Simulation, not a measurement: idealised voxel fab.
voxel self aligned vias: a process module
For reference, the cross-section in this document is cut, with width 245 nm and square cells of 5 nm.
Cross-section layout: square cells on a grid; listed as bands, top to bottom; a band spans one or more cell rows. What a band's entry tells you: where the top is and where the bottom is, as heights in nm, and after that what lies inside, material by material from left to right, each with its width in nm. Empty space is written as the word "air", and a single material marked with the word "throughout" occupies the band from edge to edge. Beneath 0, the wafer as received is one material, and that level is where height counting begins. The lowest band goes on downward without a bottom; it is written like "0..down". Think of "30->40" as a width that walks from the first number to the second as you go down the band, top row to bottom row, taking equal-sized steps from row to row. Reading "no alterations made" for a step: not a cell of the cross-section changed in it. "Internal closed voids" - sealed voids, min. 8 cells, no opening to top; format: width x height at distance (distance from left edge; nm throughout). Read whatever lies past the settings on a step's line as the simulator's own remark about the step. You can add "overlay nm" to a step's line. For a step with a mask, it describes how far the mask lay to the right of its planned position, and a negative number describes a lay to the left.

These are the steps we planned for the process
1. RECEIVE | material Si
2. CONFORMAL_DEP | material SiO2 | thk nm 10
3. CONFORMAL_DEP | material SiCN | thk nm 5
4. DIRECTIONAL_DEP | material SiO2 | thk nm 30
5. PATTERN | tone open | mask id LINES | material resist | width nm 30 | pitch nm 70 | thk nm 15 | overlay nm 0
6. DIRECTIONAL_ETCH | etch materials SiO2 | depth nm 30
7. STRIP | etch materials resist
8. CONFORMAL_DEP | material TiN | thk nm 5
9. FILL_DEP | material Ru | thk nm 5
10. CMP | height nm 45
11. SELECTIVE_ETCH | etch materials W Ru TiN | depth nm 5
12. FILL_DEP | material SiN | thk nm 5
13. CMP | height nm 45
14. DIRECTIONAL_DEP | material SiO2 | thk nm 20
15. DIRECTIONAL_DEP | material aC | thk nm 15
16. PATTERN | tone open | mask id VIAS | material resist | width nm 50 | pitch nm 140 | thk nm 35 | overlay nm 0
17. DIRECTIONAL_ETCH | etch materials aC | depth nm 15
18. STRIP | etch materials resist
19. DIRECTIONAL_ETCH | etch materials SiO2 | depth nm 20
20. DIRECTIONAL_ETCH | etch materials SiN | depth nm 5
21. STRIP | etch materials aC
22. CONFORMAL_DEP | material TiN | thk nm 5
23. FILL_DEP | material W | thk nm 5
24. CMP | height nm 65
25. CONFORMAL_DEP | material SiN | thk nm 5

What follows covers the first of two wafers; it ran as planned

Shown in cross-section is the wafer as received, that is, as it stands after step 1
- 0..down | Si throughout
- Internal closed voids: none

after step 2
- 10..0 | SiO2 throughout
- Beneath the level 0, the cross-section is identical to its previous state.

after step 3
- 15..10 | SiCN throughout
- Beneath the level 10, the cross-section is identical to its previous state.

after step 4
- 45..15 | SiO2 throughout
- Beneath the level 15, the cross-section is identical to its previous state.

after step 5
- 60..45 | resist=35; air=30; resist=40; air=30; resist=40; air=30; resist=40
- Beneath the level 45, the cross-section is identical to its previous state.

after step 6
- 60..45 | resist=35; air=30; resist=40; air=30; resist=40; air=30; resist=40
- 45..15 | SiO2=35; air=30; SiO2=40; air=30; SiO2=40; air=30; SiO2=40
- Beneath the level 15, the cross-section is identical to its previous state.

after step 7
- 45..15 | SiO2=35; air=30; SiO2=40; air=30; SiO2=40; air=30; SiO2=40
- Beneath the level 15, the cross-section is identical to its previous state.

after step 8
- 50..45 | TiN=40; air=20; TiN=50; air=20; TiN=50; air=20; TiN=45
- 45..20 | SiO2=35; TiN=5; air=20; TiN=5; SiO2=40; TiN=5; air=20; TiN=5; SiO2=40; TiN=5; air=20; TiN=5; SiO2=40
- 20..15 | SiO2=35; TiN=30; SiO2=40; TiN=30; SiO2=40; TiN=30; SiO2=40
- Beneath the level 15, the cross-section is identical to its previous state.

after step 9
- 55..50 | Ru throughout
- 50..45 | TiN=40; Ru=20; TiN=50; Ru=20; TiN=50; Ru=20; TiN=45
- 45..20 | SiO2=35; TiN=5; Ru=20; TiN=5; SiO2=40; TiN=5; Ru=20; TiN=5; SiO2=40; TiN=5; Ru=20; TiN=5; SiO2=40
- Beneath the level 20, the cross-section is identical to its previous state.

after step 10
- 45..20 | SiO2=35; TiN=5; Ru=20; TiN=5; SiO2=40; TiN=5; Ru=20; TiN=5; SiO2=40; TiN=5; Ru=20; TiN=5; SiO2=40
- Beneath the level 20, the cross-section is identical to its previous state.

after step 11
- 45..40 | SiO2=35; air=30; SiO2=40; air=30; SiO2=40; air=30; SiO2=40
- Beneath the level 40, the cross-section is identical to its previous state.

after step 12
- 50..45 | SiN throughout
- 45..40 | SiO2=35; SiN=30; SiO2=40; SiN=30; SiO2=40; SiN=30; SiO2=40
- Beneath the level 40, the cross-section is identical to its previous state.

after step 13
- 45..40 | SiO2=35; SiN=30; SiO2=40; SiN=30; SiO2=40; SiN=30; SiO2=40
- Beneath the level 40, the cross-section is identical to its previous state.

after step 14
- 65..45 | SiO2 throughout
- Beneath the level 45, the cross-section is identical to its previous state.

after step 15
- 80..65 | aC throughout
- Beneath the level 65, the cross-section is identical to its previous state.

after step 16
- 115..80 | resist=25; air=50; resist=90; air=50; resist=30
- Beneath the level 80, the cross-section is identical to its previous state.

after step 17
- 100..80 | resist=25; air=50; resist=90; air=50; resist=30
- 80..65 | aC=25; air=50; aC=90; air=50; aC=30
- Beneath the level 65, the cross-section is identical to its previous state.

after step 18
- 80..65 | aC=25; air=50; aC=90; air=50; aC=30
- Beneath the level 65, the cross-section is identical to its previous state.

after step 19
- 80..65 | aC=25; air=50; aC=90; air=50; aC=30
- 65..45 | SiO2=25; air=50; SiO2=90; air=50; SiO2=30
- Beneath the level 45, the cross-section is identical to its previous state.

after step 20
- 80..65 | aC=25; air=50; aC=90; air=50; aC=30
- 65..45 | SiO2=25; air=50; SiO2=90; air=50; SiO2=30
- 45..40 | SiO2=35; air=30; SiO2=40; SiN=30; SiO2=40; air=30; SiO2=40
- Beneath the level 40, the cross-section is identical to its previous state.

after step 21
- 65..45 | SiO2=25; air=50; SiO2=90; air=50; SiO2=30
- Beneath the level 45, the cross-section is identical to its previous state.

after step 22
- 70..65 | TiN=30; air=40; TiN=100; air=40; TiN=35
- 65..50 | SiO2=25; TiN=5; air=40; TiN=5; SiO2=90; TiN=5; air=40; TiN=5; SiO2=30
- 50..45 | SiO2=25; TiN=15; air=20; TiN=15; SiO2=90; TiN=15; air=20; TiN=15; SiO2=30
- 45..40 | SiO2=35; TiN=30; SiO2=40; SiN=30; SiO2=40; TiN=30; SiO2=40
- Beneath the level 40, the cross-section is identical to its previous state.

after step 23
- 75..70 | W throughout
- 70..65 | TiN=30; W=40; TiN=100; W=40; TiN=35
- 65..50 | SiO2=25; TiN=5; W=40; TiN=5; SiO2=90; TiN=5; W=40; TiN=5; SiO2=30
- 50..45 | SiO2=25; TiN=15; W=20; TiN=15; SiO2=90; TiN=15; W=20; TiN=15; SiO2=30
- Beneath the level 45, the cross-section is identical to its previous state.

after step 24
- 65..50 | SiO2=25; TiN=5; W=40; TiN=5; SiO2=90; TiN=5; W=40; TiN=5; SiO2=30
- Beneath the level 50, the cross-section is identical to its previous state.

after step 25
- 70..65 | SiN throughout
- Beneath the level 65, the cross-section is identical to its previous state.

Wafer two. Identical start, identical plan. One mistake in execution. Identical history through step 1

Cross-section: second wafer, time at which step 2 was scheduled to end: no alterations made

Cross-section: second wafer, time at which step 3 was scheduled to end
- 5..0 | SiCN throughout
- Beneath the level 0, the cross-section is identical to its previous state.

Cross-section: second wafer, time at which step 4 was scheduled to end
- 35..5 | SiO2 throughout
- Beneath the level 5, the cross-section is identical to its previous state.

Cross-section: second wafer, time at which step 5 was scheduled to end
- 50..35 | resist=35; air=30; resist=40; air=30; resist=40; air=30; resist=40
- Beneath the level 35, the cross-section is identical to its previous state.

Cross-section: second wafer, time at which step 6 was scheduled to end
- 50..35 | resist=35; air=30; resist=40; air=30; resist=40; air=30; resist=40
- 35..5 | SiO2=35; air=30; SiO2=40; air=30; SiO2=40; air=30; SiO2=40
- Beneath the level 5, the cross-section is identical to its previous state.

Cross-section: second wafer, time at which step 7 was scheduled to end
- 35..5 | SiO2=35; air=30; SiO2=40; air=30; SiO2=40; air=30; SiO2=40
- Beneath the level 5, the cross-section is identical to its previous state.

Cross-section: second wafer, time at which step 8 was scheduled to end
- 40..35 | TiN=40; air=20; TiN=50; air=20; TiN=50; air=20; TiN=45
- 35..10 | SiO2=35; TiN=5; air=20; TiN=5; SiO2=40; TiN=5; air=20; TiN=5; SiO2=40; TiN=5; air=20; TiN=5; SiO2=40
- 10..5 | SiO2=35; TiN=30; SiO2=40; TiN=30; SiO2=40; TiN=30; SiO2=40
- Beneath the level 5, the cross-section is identical to its previous state.

Cross-section: second wafer, time at which step 9 was scheduled to end
- 45..40 | Ru throughout
- 40..35 | TiN=40; Ru=20; TiN=50; Ru=20; TiN=50; Ru=20; TiN=45
- 35..10 | SiO2=35; TiN=5; Ru=20; TiN=5; SiO2=40; TiN=5; Ru=20; TiN=5; SiO2=40; TiN=5; Ru=20; TiN=5; SiO2=40
- Beneath the level 10, the cross-section is identical to its previous state.

Cross-section: second wafer, time at which step 10 was scheduled to end: no alterations made

Cross-section: second wafer, time at which step 11 was scheduled to end
- 40..35 | TiN=40; Ru=20; TiN=50; Ru=20; TiN=50; Ru=20; TiN=45
- Beneath the level 35, the cross-section is identical to its previous state.

Cross-section: second wafer, time at which step 12 was scheduled to end
- 45..40 | SiN throughout
- Beneath the level 40, the cross-section is identical to its previous state.

Cross-section: second wafer, time at which step 13 was scheduled to end: no alterations made

Cross-section: second wafer, time at which step 14 was scheduled to end
- 65..45 | SiO2 throughout
- Beneath the level 45, the cross-section is identical to its previous state.

Cross-section: second wafer, time at which step 15 was scheduled to end
- 80..65 | aC throughout
- Beneath the level 65, the cross-section is identical to its previous state.

Cross-section: second wafer, time at which step 16 was scheduled to end
- 115..80 | resist=25; air=50; resist=90; air=50; resist=30
- Beneath the level 80, the cross-section is identical to its previous state.

Cross-section: second wafer, time at which step 17 was scheduled to end
- 100..80 | resist=25; air=50; resist=90; air=50; resist=30
- 80..65 | aC=25; air=50; aC=90; air=50; aC=30
- Beneath the level 65, the cross-section is identical to its previous state.

Cross-section: second wafer, time at which step 18 was scheduled to end
- 80..65 | aC=25; air=50; aC=90; air=50; aC=30
- Beneath the level 65, the cross-section is identical to its previous state.

Cross-section: second wafer, time at which step 19 was scheduled to end
- 80..65 | aC=25; air=50; aC=90; air=50; aC=30
- 65..45 | SiO2=25; air=50; SiO2=90; air=50; SiO2=30
- Beneath the level 45, the cross-section is identical to its previous state.

Cross-section: second wafer, time at which step 20 was scheduled to end
- 80..65 | aC=25; air=50; aC=90; air=50; aC=30
- 65..45 | SiO2=25; air=50; SiO2=90; air=50; SiO2=30
- 45..40 | SiN=25; air=50; SiN=90; air=50; SiN=30
- Beneath the level 40, the cross-section is identical to its previous state.

Cross-section: second wafer, time at which step 21 was scheduled to end
- 65..45 | SiO2=25; air=50; SiO2=90; air=50; SiO2=30
- Beneath the level 45, the cross-section is identical to its previous state.

Cross-section: second wafer, time at which step 22 was scheduled to end
- 70..65 | TiN=30; air=40; TiN=100; air=40; TiN=35
- 65..45 | SiO2=25; TiN=5; air=40; TiN=5; SiO2=90; TiN=5; air=40; TiN=5; SiO2=30
- 45..40 | SiN=25; TiN=50; SiN=90; TiN=50; SiN=30
- Beneath the level 40, the cross-section is identical to its previous state.

Cross-section: second wafer, time at which step 23 was scheduled to end
- 75..70 | W throughout
- 70..65 | TiN=30; W=40; TiN=100; W=40; TiN=35
- 65..45 | SiO2=25; TiN=5; W=40; TiN=5; SiO2=90; TiN=5; W=40; TiN=5; SiO2=30
- Beneath the level 45, the cross-section is identical to its previous state.

Cross-section: second wafer, time at which step 24 was scheduled to end
- 65..45 | SiO2=25; TiN=5; W=40; TiN=5; SiO2=90; TiN=5; W=40; TiN=5; SiO2=30
- Beneath the level 45, the cross-section is identical to its previous state.

Cross-section: second wafer, time at which step 25 was scheduled to end
- 70..65 | SiN throughout
- Beneath the level 65, the cross-section is identical to its previous state.
what went wrong: skipped: plan step 2 (never run)
Per the end-of-run cell counts, the second wafer holds more or fewer of some materials than the first: 24 more of Ru, 23 more of SiN, 98 fewer of SiO2, 43 more of TiN, 8 more of W
